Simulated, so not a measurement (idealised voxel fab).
Process module under the name voxel spacer lines
Cross-section cut: width 265 nm, square cells of 5 nm.
Cross-section format: a grid of square cells, given as bands from top to bottom; each band is one or more rows of cells.
The entry gives the band's vertical extent as a top height and a bottom height in nm, then its horizontal make-up as materials from left to right, each with a width in nm. "blank" stands for empty space; a single material marked "full width" fills the band edge to edge.
Height reference: 0 = level under which incoming wafer is all one material. Lowest band: no bottom, runs on downward, e.g. "0 -> down".
It should be noted that a width expressed as "30->40" varies in equal increments from row to row of cells within the band, taking the value of the first number at the top row and that of the second number at the bottom row.
When a step is marked "stayed the same", none of the cells in the cross-section changed during that step.
"Trapped voids" enumerates empty spaces isolated from the top, with no open way to it, that contain at least 8 cells, giving each as width x height at distance from the left edge, all three in nm.
Step line, after settings: the simulator's comment on this step.
If you see "overlay nm" on a step's line and that step has a mask, it's telling you how far right of where it was planned the mask ended up; a negative number means it went left instead.
PROCESS STEPS - PLAN
1,RECEIVE with material Si
2,CONFORMAL_DEP with material SiO2, thk nm 5
3,DIRECTIONAL_DEP with material TiN, thk nm 10
4,DIRECTIONAL_DEP with material polySi, thk nm 25
5,PATTERN with tone cover, mask id MANDREL, material resist, width nm 15, pitch nm 60, thk nm 35, overlay nm 0
6,DIRECTIONAL_ETCH with etch materials polySi, depth nm 25
7,STRIP with etch materials resist
8,CONFORMAL_DEP with material SiN, thk nm 15
9,DIRECTIONAL_ETCH with etch materials SiN, depth nm 15
10,STRIP with etch materials polySi
11,DIRECTIONAL_ETCH with etch materials TiN, depth nm 20
12,STRIP with etch materials SiN
Across this set of wafers, the varied parameter is the thk nm of step 3. Starting conditions are identical for every wafer, and the plan reports the value assigned to the first wafer.
RECEIVED CONDITION OF THE FIRST OF SEVERAL WAFERS, SECTIONED: POST-STEP 1
0 -> down = Si full width
Trapped voids: none
END OF MODULE, BY WAFER: MATERIAL-BY-MATERIAL CELL GAIN (+) OR LOSS (-) SINCE RECEIPT, THEN CLOSED VOIDS
thk nm 10, +53 SiO2, +24 TiN, Trapped voids: none
thk nm 15, +53 SiO2, +36 TiN, Trapped voids: none
thk nm 20, +53 SiO2, +48 TiN, Trapped voids: none
thk nm 25, +53 SiO2, +101 TiN, Trapped voids: none
thk nm 30, +53 SiO2, +154 TiN, Trapped voids: none
thk nm 35, +53 SiO2, +207 TiN, Trapped voids: none
